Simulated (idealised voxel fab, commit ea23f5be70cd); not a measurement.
This is a process module. Its name is voxel air gaps.
This is section cut - it's 220 nm across, gridded in 5 nm square cells.
Cross-section = grid of square cells, listed top down in bands; band = one or more rows.
What a band's entry tells you: where the top is and where the bottom is, as heights in nm, and after that what lies inside, material by material from left to right, each with its width in nm. Empty space is written as the word "air", and a single material marked with the word "everywhere" occupies the band from edge to edge.
Heads up on the height convention: 0 is the point under which the incoming wafer is all one material, and the lowest band has no bottom, it just keeps going down, like "top 0, no bottom".
Top row gets the first number, bottom row gets the second, and each row in between changes by the same step: that is how a band width like "30 to 40" works.
Where a step carries "nothing different", the cross-section came out of it unchanged, cell for cell.
Look at "Closed void catalog" for the closed voids: empty spaces with no open path to the top, sized 8 cells or up. Each is width x height at distance, distance from the left edge, all nm.
Post-settings text on a step line: simulator's own remark regarding the step.
The setting "overlay nm" may be written on the line of a step. When the step uses a mask, the value reports how far to the right of the planned place the mask lay, and a negative value reports that it lay to the left.
## The planned process steps are enumerated hereunder
step 1: RECEIVE [material Si]
step 2: CONFORMAL_DEP [material SiO2] [thk nm 10]
step 3: CONFORMAL_DEP [material SiN] [thk nm 5]
step 4: DIRECTIONAL_DEP [material SiO2] [thk nm 40]
step 5: MASKED_ETCH [tone open] [mask id LINES] [width nm 15] [pitch nm 40] [etch materials SiO2] [depth nm 40] [overlay nm 0]
step 6: CONFORMAL_DEP [material TiN] [thk nm 5]
step 7: FILL_DEP [material Ru] [thk nm 5]
step 8: CMP [height nm 55]
step 9: EPI [material Ru] [thk nm 10]
step 10: SELECTIVE_ETCH [etch materials SiO2] [depth nm 50]
step 11: CONFORMAL_DEP [material SiCN] [thk nm 5]
Same starting wafers, different thk nm at step 11. Plan value belongs to the first wafer.
## Received condition of the first of several wafers, sectioned: post-step 1
	top 0, no bottom = Si everywhere
	Closed void catalog: none
## Quick key for the table: a row per wafer, taken at the end of the module. For each material it tells you how many cells the wafer gained (+) or lost (-) since it came in, and the closed voids come after
thk nm 5; +63 Ru; +120 SiCN; +44 SiN; +88 SiO2; +51 TiN; Closed void catalog: 15 x 30 at 80; 15 x 30 at 120
thk nm 10; +63 Ru; +192 SiCN; +44 SiN; +88 SiO2; +51 TiN; Closed void catalog: 15 x 30 at 80; 15 x 30 at 120
thk nm 15; +63 Ru; +264 SiCN; +44 SiN; +88 SiO2; +51 TiN; Closed void catalog: 15 x 30 at 80; 15 x 30 at 120
thk nm 20; +63 Ru; +336 SiCN; +44 SiN; +88 SiO2; +51 TiN; Closed void catalog: 15 x 30 at 80; 15 x 30 at 120
